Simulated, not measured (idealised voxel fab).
process module | voxel transistor to metal
The figure presents cross-section cut, which has a width of 290 nm and is divided into square cells with an edge length of 5 nm.
A cross-section is a grid of square cells, given in bands from the top down. A band is one or more rows of cells. In this notation a band is specified by the heights of its top and bottom, in that order and in nm, after which its materials appear from left to right, each paired with its width in nm. The word "throughout" attached to a single material means that material fills the band from edge to edge; the word "empty" stands for empty space. The reference from which all heights are counted is 0, the level beneath which the as-received wafer is entirely one material; the lowest band, having no lower bound, proceeds downward and is written after the example "0 and below". Quick explanation for "30 to 40": the width changes in equal steps down the rows of cells, from the first number in the band's top row to the second number in its bottom row. Given "remained the same" for a step, no cell of the cross-section differs between before and after that step. "Unvented internal voids" specifies each empty space that is not open to the top and that occupies no fewer than 8 cells, using the form width x height at distance, the distance measured from the left edge and all three quantities in nm. The remark found on a step's line after its settings is issued by the simulator itself and pertains to that step. The line of a step may include "overlay nm". On a step with a mask, this value is how far to the right of its planned place the mask lay. A negative value means the mask lay to the left.

Listed below are the process steps as planned
1) RECEIVE with material Si
2) OXIDIZE with depth nm 5
3) CONFORMAL_DEP with material SiN, thk nm 10
4) PATTERN with tone cover, mask id ACTIVE, material resist, width nm 115, pitch nm 140, thk nm 15, overlay nm 0
5) DIRECTIONAL_ETCH with etch materials SiN, depth nm 10
6) DIRECTIONAL_ETCH with etch materials SiO2, depth nm 5
7) DIRECTIONAL_ETCH with etch materials Si, depth nm 20
8) STRIP with etch materials resist
9) FILL_DEP with material SiO2, thk nm 10
10) CMP with height nm 10
11) SELECTIVE_ETCH with etch materials SiO2, depth nm 5
12) STRIP with etch materials SiN
13) SELECTIVE_ETCH with etch materials SiO2, depth nm 5
14) OXIDIZE with depth nm 5
15) DIRECTIONAL_DEP with material polySi, thk nm 30
16) DIRECTIONAL_DEP with material SiCN, thk nm 15
17) DIRECTIONAL_DEP with material aC, thk nm 10
18) PATTERN with tone cover, mask id GATE, material resist, width nm 25, pitch nm 140, thk nm 25, overlay nm 0
19) DIRECTIONAL_ETCH with etch materials aC, depth nm 10
20) STRIP with etch materials resist
21) DIRECTIONAL_ETCH with etch materials SiCN, depth nm 25
22) DIRECTIONAL_ETCH with etch materials polySi, depth nm 40
23) STRIP with etch materials aC
24) CONFORMAL_DEP with material SiO2, thk nm 5
25) DIRECTIONAL_ETCH with etch materials SiO2, depth nm 5
26) CONFORMAL_DEP with material SiN, thk nm 10
27) DIRECTIONAL_ETCH with etch materials SiN, depth nm 10
28) DIRECTIONAL_ETCH with etch materials SiO2, depth nm 5
29) DIRECTIONAL_ETCH with etch materials Si, depth nm 15
30) EPI with material SiGe, thk nm 15
31) FILL_DEP with material SiO2, thk nm 5
32) CMP with height nm 40
33) DIRECTIONAL_DEP with material SiO2, thk nm 15
34) MASKED_ETCH with tone open, mask id CONTACT, width nm 30, etch materials SiO2, depth nm 50, overlay nm 0
35) CONFORMAL_DEP with material TiN, thk nm 5
36) FILL_DEP with material W, thk nm 5
37) CMP with height nm 55
38) CONFORMAL_DEP with material SiN, thk nm 5
39) DIRECTIONAL_DEP with material lowk, thk nm 15
40) MASKED_ETCH with tone open, mask id METAL_1, width nm 20, etch materials lowk, depth nm 15, overlay nm 0
41) MASKED_ETCH with tone open, mask id METAL_1, width nm 20, etch materials SiN, depth nm 5, overlay nm 0
42) CONFORMAL_DEP with material TiN, thk nm 5
43) FILL_DEP with material Cu, thk nm 10
44) CMP with height nm 75
45) EPI with material Ru, thk nm 5
46) FILL_DEP with material SiCN, thk nm 5

Cross-section of the wafer upon arrival, representing the state reached after step 1
    0 and below | Si throughout
    Unvented internal voids: none

Below is the wafer in cross-section after the module was completed. It began from the starting point shown above and followed the plan shown above, except that one mistake was made while running it
    85 down to 80 | SiCN throughout
    80 down to 75 | SiCN 25 nm  Ru 30 nm  SiCN 45 nm  Ru 30 nm  SiCN 35 nm  Ru 30 nm  SiCN 45 nm  Ru 30 nm  SiCN 20 nm
    75 down to 65 | lowk 30 nm  TiN 5 nm  Cu 10 nm  TiN 5 nm  lowk 55 nm  TiN 5 nm  Cu 10 nm  TiN 5 nm  lowk 45 nm  TiN 5 nm  Cu 10 nm  TiN 5 nm  lowk 55 nm  TiN 5 nm  Cu 10 nm  TiN 5 nm  lowk 25 nm
    65 down to 60 | lowk 30 nm  TiN 5 nm  Cu 5 nm  TiN 10 nm  lowk 55 nm  TiN 5 nm  Cu 5 nm  TiN 10 nm  lowk 45 nm  TiN 5 nm  Cu 5 nm  TiN 10 nm  lowk 55 nm  TiN 5 nm  Cu 5 nm  TiN 10 nm  lowk 25 nm
    60 down to 55 | SiN 30 nm  TiN 15 nm  SiN 60 nm  TiN 15 nm  SiN 50 nm  TiN 15 nm  SiN 60 nm  TiN 15 nm  SiN 30 nm
    55 down to 45 | SiO2 25 nm  TiN 5 nm  W 20 nm  TiN 5 nm  SiO2 35 nm  TiN 5 nm  W 20 nm  TiN 5 nm  SiO2 45 nm  TiN 5 nm  W 20 nm  TiN 5 nm  SiO2 35 nm  TiN 5 nm  W 20 nm  TiN 5 nm  SiO2 30 nm
    45 down to 40 | SiO2 25 nm  TiN 5 nm  W 10 nm  TiN 15 nm  SiO2 35 nm  TiN 15 nm  W 10 nm  TiN 5 nm  SiO2 45 nm  TiN 5 nm  W 10 nm  TiN 15 nm  SiO2 35 nm  TiN 15 nm  W 10 nm  TiN 5 nm  SiO2 30 nm
    40 down to 25 | SiO2 25 nm  TiN 5 nm  W 10 nm  TiN 5 nm  SiN 10 nm  SiO2 5 nm  SiCN 25 nm  SiO2 5 nm  SiN 10 nm  TiN 5 nm  W 10 nm  TiN 5 nm  SiO2 45 nm  TiN 5 nm  W 10 nm  TiN 5 nm  SiN 10 nm  SiO2 5 nm  SiCN 25 nm  SiO2 5 nm  SiN 10 nm  TiN 5 nm  W 10 nm  TiN 5 nm  SiO2 30 nm
    25 down to 10 | SiO2 25 nm  TiN 5 nm  W 10 nm  TiN 5 nm  SiN 10 nm  SiO2 5 nm  polySi 25 nm  SiO2 5 nm  SiN 10 nm  TiN 5 nm  W 10 nm  TiN 5 nm  SiO2 45 nm  TiN 5 nm  W 10 nm  TiN 5 nm  SiN 10 nm  SiO2 5 nm  polySi 25 nm  SiO2 5 nm  SiN 10 nm  TiN 5 nm  W 10 nm  TiN 5 nm  SiO2 30 nm
    10 down to 5 | SiO2 25 nm  TiN 20 nm  SiN 10 nm  SiO2 5 nm  polySi 25 nm  SiO2 5 nm  SiN 10 nm  TiN 20 nm  SiO2 45 nm  TiN 20 nm  SiN 10 nm  SiO2 5 nm  polySi 25 nm  SiO2 5 nm  SiN 10 nm  TiN 20 nm  SiO2 30 nm
    5 down to 0 | SiO2 20 nm  SiGe 25 nm  SiN 10 nm  SiO2 5 nm  polySi 25 nm  SiO2 5 nm  SiN 10 nm  SiGe 25 nm  SiO2 35 nm  SiGe 25 nm  SiN 10 nm  SiO2 5 nm  polySi 25 nm  SiO2 5 nm  SiN 10 nm  SiGe 25 nm  SiO2 25 nm
    0 down to -5 | SiO2 15 nm  SiN 10 nm  SiGe 20 nm  SiN 10 nm  SiO2 5 nm  polySi 25 nm  SiO2 5 nm  SiN 10 nm  SiGe 20 nm  SiN 10 nm  SiO2 25 nm  SiN 10 nm  SiGe 20 nm  SiN 10 nm  SiO2 5 nm  polySi 25 nm  SiO2 5 nm  SiN 10 nm  SiGe 20 nm  SiN 10 nm  SiO2 20 nm
    -5 down to -10 | SiO2 25 nm  SiGe 20 nm  SiO2 55 nm  SiGe 20 nm  SiO2 45 nm  SiGe 20 nm  SiO2 55 nm  SiGe 20 nm  SiO2 30 nm
    -10 down to -25 | SiO2 15 nm  Si 10 nm  SiGe 20 nm  Si 55 nm  SiGe 20 nm  Si 10 nm  SiO2 25 nm  Si 10 nm  SiGe 20 nm  Si 55 nm  SiGe 20 nm  Si 10 nm  SiO2 20 nm
    -25 and below | Si throughout
    Unvented internal voids: none
Against the plan, the run slipped here: it should be noted that step 40 was executed with settings other than those planned, the operation and settings actually applied being MASKED_ETCH with tone open, mask id METAL_1, width nm 20, etch materials lowk, depth nm 15, overlay nm 5
